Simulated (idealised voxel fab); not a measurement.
process module | voxel self aligned contacts
cross-section cut | 180 nm wide | cells 5 nm
A cross-section is a grid of square cells, given in bands from the top down. A band is one or more rows of cells.
Each band's line starts with the height of the band's top and of its bottom, in nm. Then come its materials from left to right, each with its width in nm. One material with "throughout" fills the band from edge to edge. "air" is empty space.
Height 0 is the level under which the wafer as received is all one material. The lowest band goes on downwards, as in "0 down".
A width such as "30 to 40" changes by the same amount from each row of cells to the next, from the band's top row to its bottom row.
"no change" after a step means that no cell of the cross-section changed.
closed voids: empty space of 8 cells or more with no open way to the top, each as width x height at its distance from the left edge, in nm
after a step's settings: what the simulator itself notes on the step
overlay nm, on a step with a mask: how far to the right of its planned place the mask lay; to the left if negative
plan
1 op RECEIVE | material Si
2 op OXIDIZE | depth nm 5
3 op DIRECTIONAL_DEP | material polySi | thk nm 25
4 op DIRECTIONAL_DEP | material SiN | thk nm 15
5 op PATTERN | tone cover | mask id GATE | material resist | width nm 30 | pitch nm 60 | thk nm 20 | overlay nm 0
6 op DIRECTIONAL_ETCH | etch materials SiN | depth nm 15
7 op DIRECTIONAL_ETCH | etch materials polySi | depth nm 25
8 op STRIP | etch materials resist
9 op CONFORMAL_DEP | material SiN | thk nm 5
10 op DIRECTIONAL_ETCH | etch materials SiN | depth nm 5
11 op FILL_DEP | material SiO2 | thk nm 15
12 op CMP | height nm 50
13 op MASKED_ETCH | tone open | mask id CONTACT | width nm 40 | etch materials SiO2 | depth nm 55 | overlay nm 0
14 op CONFORMAL_DEP | material TiN | thk nm 5
15 op FILL_DEP | material W | thk nm 5
16 op CMP | height nm 50
17 op CONFORMAL_DEP | material SiCN | thk nm 5
varied across the wafers: depth nm of step 2. The plan shows the first wafer's value. All wafers start alike
first wafer as received, after step 1
  0 down: Si throughout
  closed voids: none
first wafer at the end, after step 17
  55 to 50: SiCN throughout
  50 to 40: SiO2 70 | TiN 5 to 15 | W 30 to 10 | TiN 5 to 15 | SiO2 70
  40 to 25: SiO2 40 | SiN 40 | TiN 5 | W 10 | TiN 5 | SiN 40 | SiO2 40
  25 to 0: SiO2 40 | SiN 5 | polySi 30 | SiN 5 | TiN 5 | W 10 | TiN 5 | SiN 5 | polySi 30 | SiN 5 | SiO2 40
  0 to -5: SiO2 80 | TiN 20 | SiO2 80
  -5 down: Si throughout
  closed voids: none
last wafer at the end
  55 to 50: SiCN throughout
  50 to 40: SiO2 70 | TiN 5 to 15 | W 30 to 10 | TiN 5 to 15 | SiO2 70
  40 to 25: SiO2 40 | SiN 40 | TiN 5 | W 10 | TiN 5 | SiN 40 | SiO2 40
  25 to 0: SiO2 40 | SiN 5 | polySi 30 | SiN 5 | TiN 5 | W 10 | TiN 5 | SiN 5 | polySi 30 | SiN 5 | SiO2 40
  0 to -5: SiO2 80 | TiN 20 | SiO2 80
  -5 to -20: SiO2 throughout
  -20 down: Si throughout
  closed voids: none
each wafer at the end: cells of each material gained (+) or lost (-) since it was received, then its closed voids
depth nm 5 | -36 Si | +36 SiCN | +68 SiN | +216 SiO2 | +28 TiN | +24 W | +60 polySi | closed voids: none
depth nm 10 | -72 Si | +36 SiCN | +68 SiN | +252 SiO2 | +28 TiN | +24 W | +60 polySi | closed voids: none
depth nm 15 | -108 Si | +36 SiCN | +68 SiN | +288 SiO2 | +28 TiN | +24 W | +60 polySi | closed voids: none
depth nm 20 | -144 Si | +36 SiCN | +68 SiN | +324 SiO2 | +28 TiN | +24 W | +60 polySi | closed voids: none
